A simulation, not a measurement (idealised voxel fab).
This is a process module. Its name is voxel spacer lines.
Xsec cut, 180 nm wide, square cell size 5 nm.
Cross-section format: a grid of square cells, given as bands from top to bottom; each band is one or more rows of cells.
Read a band's entry like this: the first values are the height of its top and the height of its bottom in nm, and what follows is the sequence of materials from left to right, each with its width in nm. Note that "air" is empty space, and that a single material marked "everywhere" reaches across the band from edge to edge.
Heights are expressed relative to 0, this being the level below which the as-received wafer comprises one material exclusively. The lowest band is unbounded in the downward direction and is denoted as in "0..down".
The two numbers in a width such as "30->40" mark its ends across the band: the first belongs to the top row of cells, the second to the bottom row, and from each row to the next the width moves by the same amount.
Step note "no alteration" = no cross-section cell changed.
Enclosed voids (no open way to top), threshold 8 cells or more, entry "Fully enclosed voids", notation width x height at distance, distance from left edge, nm.
Post-settings text on a step line: simulator's own remark regarding the step.
The setting "overlay nm" may be written on the line of a step. When the step uses a mask, the value reports how far to the right of the planned place the mask lay, and a negative value reports that it lay to the left.
STEPS PLANNED FOR THE PROCESS
step 1: RECEIVE, material Si
step 2: CONFORMAL_DEP, material Al2O3, thk nm 5
step 3: DIRECTIONAL_DEP, material polySi, thk nm 15
step 4: DIRECTIONAL_DEP, material aC, thk nm 20
step 5: PATTERN, tone cover, mask id MANDREL, material resist, width nm 20, pitch nm 60, thk nm 25, overlay nm 0
step 6: DIRECTIONAL_ETCH, etch materials aC, depth nm 20
step 7: STRIP, etch materials resist
step 8: CONFORMAL_DEP, material SiO2, thk nm 10
step 9: DIRECTIONAL_ETCH, etch materials SiO2, depth nm 10
step 10: STRIP, etch materials aC
step 11: DIRECTIONAL_ETCH, etch materials polySi, depth nm 15
step 12: STRIP, etch materials SiO2
BELOW: THE FIRST OF TWO WAFERS, RUN AS PLANNED
INCOMING WAFER, CROSS-SECTIONAL VIEW, POST STEP 1
  0..down = Si everywhere
  Fully enclosed voids: none
CROSS-SECTION OF THE WAFER SUBSEQUENT TO STEP 2
  5..0 = Al2O3 everywhere
  Anything lower than 0 is untouched.
CROSS-SECTION OF THE WAFER SUBSEQUENT TO STEP 3
  20..5 = polySi everywhere
  Anything lower than 5 is untouched.
CROSS-SECTION OF THE WAFER SUBSEQUENT TO STEP 4
  40..20 = aC everywhere
  Anything lower than 20 is untouched.
CROSS-SECTION OF THE WAFER SUBSEQUENT TO STEP 5
  65..40 = 50 of air; 20 of resist; 40 of air; 20 of resist; 50 of air
  Anything lower than 40 is untouched.
CROSS-SECTION OF THE WAFER SUBSEQUENT TO STEP 6
  45..40 = 50 of air; 20 of resist; 40 of air; 20 of resist; 50 of air
  40..20 = 50 of air; 20 of aC; 40 of air; 20 of aC; 50 of air
  Anything lower than 20 is untouched.
CROSS-SECTION OF THE WAFER SUBSEQUENT TO STEP 7
  40..20 = 50 of air; 20 of aC; 40 of air; 20 of aC; 50 of air
  Anything lower than 20 is untouched.
CROSS-SECTION OF THE WAFER SUBSEQUENT TO STEP 8
  50..40 = 40 of air; 40 of SiO2; 20 of air; 40 of SiO2; 40 of air
  40..30 = 40 of air; 10 of SiO2; 20 of aC; 10 of SiO2; 20 of air; 10 of SiO2; 20 of aC; 10 of SiO2; 40 of air
  30..20 = 50 of SiO2; 20 of aC; 40 of SiO2; 20 of aC; 50 of SiO2
  Anything lower than 20 is untouched.
CROSS-SECTION OF THE WAFER SUBSEQUENT TO STEP 9
  40..20 = 40 of air; 10 of SiO2; 20 of aC; 10 of SiO2; 20 of air; 10 of SiO2; 20 of aC; 10 of SiO2; 40 of air
  Anything lower than 20 is untouched.
CROSS-SECTION OF THE WAFER SUBSEQUENT TO STEP 10
  40..20 = 40 of air; 10 of SiO2; 20 of air; 10 of SiO2; 20 of air; 10 of SiO2; 20 of air; 10 of SiO2; 40 of air
  Anything lower than 20 is untouched.
CROSS-SECTION OF THE WAFER SUBSEQUENT TO STEP 11
  40..20 = 40 of air; 10 of SiO2; 20 of air; 10 of SiO2; 20 of air; 10 of SiO2; 20 of air; 10 of SiO2; 40 of air
  20..5 = 40 of air; 10 of polySi; 20 of air; 10 of polySi; 20 of air; 10 of polySi; 20 of air; 10 of polySi; 40 of air
  Anything lower than 5 is untouched.
CROSS-SECTION OF THE WAFER SUBSEQUENT TO STEP 12
  20..5 = 40 of air; 10 of polySi; 20 of air; 10 of polySi; 20 of air; 10 of polySi; 20 of air; 10 of polySi; 40 of air
  Anything lower than 5 is untouched.
SECOND WAFER. START AND PLAN AS FOR THE FIRST. ONE MISTAKE MADE IN RUNNING. AGREES WITH THE FIRST UP TO AND INCLUDING STEP 4
SECOND WAFER, CROSS-SECTION, PLANNED END OF STEP 5
  65..40 = 55 of air; 15 of resist; 45 of air; 15 of resist; 50 of air
  Anything lower than 40 is untouched.
SECOND WAFER, CROSS-SECTION, PLANNED END OF STEP 6
  45..40 = 55 of air; 15 of resist; 45 of air; 15 of resist; 50 of air
  40..20 = 55 of air; 15 of aC; 45 of air; 15 of aC; 50 of air
  Anything lower than 20 is untouched.
SECOND WAFER, CROSS-SECTION, PLANNED END OF STEP 7
  40..20 = 55 of air; 15 of aC; 45 of air; 15 of aC; 50 of air
  Anything lower than 20 is untouched.
SECOND WAFER, CROSS-SECTION, PLANNED END OF STEP 8
  50..40 = 45 of air; 35 of SiO2; 25 of air; 35 of SiO2; 40 of air
  40..30 = 45 of air; 10 of SiO2; 15 of aC; 10 of SiO2; 25 of air; 10 of SiO2; 15 of aC; 10 of SiO2; 40 of air
  30..20 = 55 of SiO2; 15 of aC; 45 of SiO2; 15 of aC; 50 of SiO2
  Anything lower than 20 is untouched.
SECOND WAFER, CROSS-SECTION, PLANNED END OF STEP 9
  40..20 = 45 of air; 10 of SiO2; 15 of aC; 10 of SiO2; 25 of air; 10 of SiO2; 15 of aC; 10 of SiO2; 40 of air
  Anything lower than 20 is untouched.
SECOND WAFER, CROSS-SECTION, PLANNED END OF STEP 10
  40..20 = 45 of air; 10 of SiO2; 15 of air; 10 of SiO2; 25 of air; 10 of SiO2; 15 of air; 10 of SiO2; 40 of air
  Anything lower than 20 is untouched.
SECOND WAFER, CROSS-SECTION, PLANNED END OF STEP 11
  40..20 = 45 of air; 10 of SiO2; 15 of air; 10 of SiO2; 25 of air; 10 of SiO2; 15 of air; 10 of SiO2; 40 of air
  20..5 = 45 of air; 10 of polySi; 15 of air; 10 of polySi; 25 of air; 10 of polySi; 15 of air; 10 of polySi; 40 of air
  Anything lower than 5 is untouched.
SECOND WAFER, CROSS-SECTION, PLANNED END OF STEP 12
  20..5 = 45 of air; 10 of polySi; 15 of air; 10 of polySi; 25 of air; 10 of polySi; 15 of air; 10 of polySi; 40 of air
  Anything lower than 5 is untouched.
Diagnosis: contrary to plan, step 5 was performed as PATTERN, tone cover, mask id MANDREL, material resist, width nm 15, pitch nm 60, thk nm 25, overlay nm 0
In the final comparison it is observed that the number of cells assigned to each material is identical for the two wafers, whereas their placement is not.
